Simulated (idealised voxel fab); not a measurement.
Name of the process module below: voxel plated lines
cross-section cut | 185 nm wide | cells 5 nm
Cross-sections here: square-cell grids, written as top-down lists of bands, a band being one or more rows of cells.
Top height, bottom height, nm. Materials left to right, width each, nm. Single material + "edge to edge" = fills band edge to edge. "empty" = empty.
Heights from 0 (as-received wafer is one material below). Bottom band endless downward, as "0..down".
It should be noted that a width expressed as "30..40" varies in equal increments from row to row of cells within the band, taking the value of the first number at the top row and that of the second number at the bottom row.
The designation "everything unchanged", where it is given for a processing step, indicates that no cell of the cross-section was altered in the course of that step.
Basically, "Trapped voids" tells you about the enclosed voids: empty spaces with no open way to the top, 8 cells or bigger, each written width x height at distance, where distance is from the left edge, all in nm.
Heads up: the bit after the settings on a step's line is the simulator's remark on that step.
The setting "overlay nm" may be written on the line of a step. When the step uses a mask, the value reports how far to the right of the planned place the mask lay, and a negative value reports that it lay to the left.
Set out below are the planned steps of the process
1: RECEIVE (material Si)
2: CONFORMAL_DEP (material Al2O3; thk nm 5)
3: DIRECTIONAL_DEP (material TiN; thk nm 5)
4: PATTERN (tone open; mask id LINES; material resist; width nm 20; pitch nm 40; thk nm 20; overlay nm 0)
5: EPI (material Ru; thk nm 10)
6: STRIP (etch materials resist)
7: DIRECTIONAL_ETCH (etch materials TiN; depth nm 5)
8: CONFORMAL_DEP (material SiN; thk nm 5)
Cross-section, incoming material, after step 1
	0..down | Si edge to edge
	Trapped voids: none
a wafer at the end: this start, this plan, one mistake
	20..10 | empty (60) | Ru (20) | empty (20) | Ru (20) | empty (65)
	10..5 | empty (60) | TiN (20) | empty (20) | TiN (20) | empty (65)
	5..0 | Al2O3 edge to edge
	0..down | Si edge to edge
	Trapped voids: none
Deviation from plan: with respect to the plan, step 8 was omitted and not executed
